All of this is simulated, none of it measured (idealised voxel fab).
The following process module bears the name voxel ribs on slabs.
Section cut is 280 nm wide and gridded with 5 nm square cells.
Cross-section, as written here: a square-cell grid given band by band from the top down, where a band holds one or more rows of cells.
Heights first: top, then bottom, in nm. Then materials, left to right, each with a width in nm. "all across" on a single material: fills the band edge to edge. "empty": empty space.
For the purposes of this specification, 0 denotes the height below which the wafer in its as-received condition is composed wholly of one material, and the lowermost band, lacking a lower limit, extends downward without end, as expressed in "z 0 and below".
Graded width ("30 to 40"): value in top row of band = first number; value in bottom row = second number; row-to-row change constant.
What does "remained unchanged" mean for a step? It means no cell of the cross-section changed in that step.
Basically, "Closed void listing" tells you about the enclosed voids: empty spaces with no open way to the top, 8 cells or bigger, each written width x height at distance, where distance is from the left edge, all in nm.
Formally, on a step line, whatever follows the settings is a remark that the simulator itself makes on the step.
Regarding "overlay nm": on a step with a mask, it is the distance the mask lay to the right of its planned place; a negative value places it to the left.
# plan
| 1 | RECEIVE,material Si |
| 2 | DIRECTIONAL_DEP,material SiO2,thk nm 25 |
| 3 | DIRECTIONAL_DEP,material SiN,thk nm 25 |
| 4 | DIRECTIONAL_DEP,material aC,thk nm 15 |
| 5 | PATTERN,tone cover,mask id RIB,material resist,width nm 30,thk nm 30,overlay nm 0 |
| 6 | DIRECTIONAL_ETCH,etch materials aC,depth nm 15 |
| 7 | STRIP,etch materials resist |
| 8 | DIRECTIONAL_ETCH,etch materials SiN,depth nm 15 |
| 9 | STRIP,etch materials aC |
| 10 | PATTERN,tone cover,mask id SLAB,material resist,width nm 60,thk nm 20,overlay nm 0 |
| 11 | DIRECTIONAL_ETCH,etch materials SiN,depth nm 10 |
| 12 | STRIP,etch materials resist |
| 13 | FILL_DEP,material SiO2,thk nm 20 |
| 14 | CMP,height nm 60 |
| 15 | DIRECTIONAL_DEP,material TiN,thk nm 5 |
| 16 | MASKED_ETCH,tone cover,mask id HEATER,width nm 40,etch materials TiN,depth nm 5,overlay nm 0 |
| 17 | CONFORMAL_DEP,material SiN,thk nm 5 |
# Cross-section of the wafer as it came to us, i.e., already through step 1
    z 0 and below | Si all across
    Closed void listing: none
# What the wafer looks like in cross-section after this module, when it starts as shown above and follows the plan above but one mistake is made in running it
    z 70 to 65 | empty (115) | SiN (50) | empty (115)
    z 65 to 60 | SiN (120) | TiN (40) | SiN (120)
    z 60 to 50 | SiO2 all across
    z 50 to 35 | SiO2 (115) | SiN (30) | SiO2 (135)
    z 35 to 25 | SiO2 (110) | SiN (60) | SiO2 (110)
    z 25 to 0 | SiO2 all across
    z 0 and below | Si all across
    Closed void listing: none
The plan and the run diverged here: step 5 changed vs plan, executed as PATTERN,tone cover,mask id RIB,material resist,width nm 30,thk nm 30,overlay nm -10
